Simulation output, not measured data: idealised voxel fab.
The process module presented herein is designated voxel fin reveal.
FYI the section here is cut, 180 nm wide, cells are 5 nm squares.
Reading order for cross-sections: top band down to bottom band. Underlying form: a grid of square cells. Band size: one or more rows of cells. First you get the band's top height and its bottom height, in nm, and then the materials it's made of, left to right, with each width in nm. If you see a single material with "full width", that one covers the band edge to edge. "air" is empty space. Heights are reckoned from 0. Under this level, the received wafer is all of one material. The bottommost band is open-ended downward, for example "0 -> down". Note: "30..40" means the width goes from the first number (top row of the band) to the second number (bottom row) in equal steps per row of cells. The cross-section has no changed cell in any step marked "no alterations made". Heads up: "Voids lacking openings" only lists the empty pockets with no open path to the top that are 8 cells or more, and it writes them as width x height at distance, distance from the left edge, in nm. Whatever follows a step's settings on its line is a remark the simulator itself makes about that step. "overlay nm" answers the question of how far to the right of plan the mask lay on a step that has a mask, and when it is negative the answer is to the left.

The planned process steps are enumerated hereunder
1 RECEIVE, material Si
2 CONFORMAL_DEP, material SiN, thk nm 10
3 DIRECTIONAL_DEP, material aC, thk nm 10
4 PATTERN, tone cover, mask id FINS, material resist, width nm 15, pitch nm 35, thk nm 30, overlay nm 0
5 DIRECTIONAL_ETCH, etch materials aC, depth nm 10
6 STRIP, etch materials resist
7 DIRECTIONAL_ETCH, etch materials SiN, depth nm 10
8 DIRECTIONAL_ETCH, etch materials Si, depth nm 40
9 STRIP, etch materials aC
10 FILL_DEP, material SiO2, thk nm 5
11 CMP, height nm 10
12 SELECTIVE_ETCH, etch materials SiO2, depth nm 25
13 STRIP, etch materials SiN
14 CONFORMAL_DEP, material SiO2, thk nm 5

As-received state of the wafer in cross-section, equivalent to post-step 1
0 -> down = Si full width
Voids lacking openings: none

Wafer at module end, in section. Began as above, planned as above, run with one mistake
5 -> 0 = 40 nm air; 25 nm SiO2; 10 nm air; 25 nm SiO2; 10 nm air; 25 nm SiO2; 45 nm air
0 -> -10 = 40 nm air; 5 nm SiO2; 15 nm Si; 5 nm SiO2; 10 nm air; 5 nm SiO2; 15 nm Si; 5 nm SiO2; 10 nm air; 5 nm SiO2; 15 nm Si; 5 nm SiO2; 45 nm air
-10 -> -20 = 25 nm SiO2; 15 nm air; 5 nm SiO2; 15 nm Si; 5 nm SiO2; 10 nm air; 5 nm SiO2; 15 nm Si; 5 nm SiO2; 10 nm air; 5 nm SiO2; 15 nm Si; 5 nm SiO2; 15 nm air; 30 nm SiO2
-20 -> -40 = 45 nm SiO2; 15 nm Si; 20 nm SiO2; 15 nm Si; 20 nm SiO2; 15 nm Si; 50 nm SiO2
-40 -> down = Si full width
Voids lacking openings: none
Error vs. plan: so 12 and 13 got swapped relative to the plan, each ran where the other was supposed to
